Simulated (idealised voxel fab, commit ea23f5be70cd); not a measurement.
You're looking at the process module voxel capacitor over wiring.
Square cell edge 5 nm, section width 300 nm, ID cut.
This document writes a cross-section as a grid whose cells are square, and gives it as bands, listed from the top down; one or more rows of cells form a band. Heights first: top, then bottom, in nm. Then materials, left to right, each with a width in nm. "throughout" on a single material: fills the band edge to edge. "empty": empty space. Height 0 is the level under which the wafer as received is all one material. The lowest band goes on downwards, as in "0..down". Per-row width for "30->40": begins at first number (top row of band), ends at second number (bottom row), increment between rows held constant. Given "no alteration" for a step, no cell of the cross-section differs between before and after that step. If an empty space has no open way to the top and is at least 8 cells in size, "Fully sealed voids" lists it, written width x height at distance, where distance is measured from the left edge and every value is in nm. Step line, after settings: the simulator's comment on this step. overlay nm: right-of-plan distance of the mask on a masked step; negative values mean left-of-plan.
So here's the lineup of process steps we planned:
1) RECEIVE | material Si
2) CONFORMAL_DEP | material SiO2 | thk nm 15
3) DIRECTIONAL_DEP | material TiN | thk nm 5
4) DIRECTIONAL_DEP | material Ru | thk nm 20
5) PATTERN | tone cover | mask id METAL_1 | material resist | width nm 20 | pitch nm 75 | thk nm 20 | overlay nm 0
6) DIRECTIONAL_ETCH | etch materials Ru | depth nm 20
7) DIRECTIONAL_ETCH | etch materials TiN | depth nm 5
8) STRIP | etch materials resist
9) FILL_DEP | material SiO2 | thk nm 5
10) CMP | height nm 40
11) CONFORMAL_DEP | material SiCN | thk nm 5
12) DIRECTIONAL_DEP | material lowk | thk nm 20
13) MASKED_ETCH | tone open | mask id PLUG_1 | width nm 15 | etch materials lowk | depth nm 20 | overlay nm 0
14) MASKED_ETCH | tone open | mask id PLUG_1 | width nm 15 | etch materials SiCN | depth nm 5 | overlay nm 0
15) EPI | material Ru | thk nm 10
16) EPI | material Ru | thk nm 10
17) EPI | material Ru | thk nm 5
18) DIRECTIONAL_DEP | material TiN | thk nm 5
19) DIRECTIONAL_DEP | material SiN | thk nm 5
20) DIRECTIONAL_DEP | material TiN | thk nm 10
21) PATTERN | tone cover | mask id UPPER_PLATE | material resist | width nm 60 | thk nm 20 | overlay nm 0
22) DIRECTIONAL_ETCH | etch materials TiN | depth nm 10
23) DIRECTIONAL_ETCH | etch materials SiN | depth nm 5
24) STRIP | etch materials resist
25) MASKED_ETCH | tone cover | mask id LOWER_PLATE | width nm 70 | etch materials TiN | depth nm 5 | overlay nm 0
26) FILL_DEP | material SiO2 | thk nm 15
27) CMP | height nm 95
28) PATTERN | tone open | mask id PLUG_2 | material resist | width nm 15 | thk nm 15 | overlay nm 0
29) DIRECTIONAL_ETCH | etch materials SiO2 | depth nm 10
30) STRIP | etch materials resist
31) CONFORMAL_DEP | material TiN | thk nm 5
32) FILL_DEP | material W | thk nm 10
33) CMP | height nm 95
34) CONFORMAL_DEP | material SiCN | thk nm 5
For this document, wafers share an identical start and vary in the step 28 width nm; the plan quotes the first wafer's value.
Step 1 complete: as-received cross-section of the first of several wafers:
> 0..down  Si throughout
> Fully sealed voids: none
For your reference, the table is organized with a row per wafer; each row reflects the wafer at the end of the module, indicating for each material the cells gained (+) or lost (-) since receipt, and thereafter its closed voids:
width nm 15; +47 Ru; +117 SiCN; +12 SiN; +744 SiO2; +51 TiN; +1 W; +228 lowk; Fully sealed voids: none
width nm 20; +47 Ru; +117 SiCN; +12 SiN; +742 SiO2; +52 TiN; +2 W; +228 lowk; Fully sealed voids: none
width nm 25; +47 Ru; +117 SiCN; +12 SiN; +740 SiO2; +53 TiN; +3 W; +228 lowk; Fully sealed voids: none
width nm 30; +47 Ru; +117 SiCN; +12 SiN; +738 SiO2; +54 TiN; +4 W; +228 lowk; Fully sealed voids: none
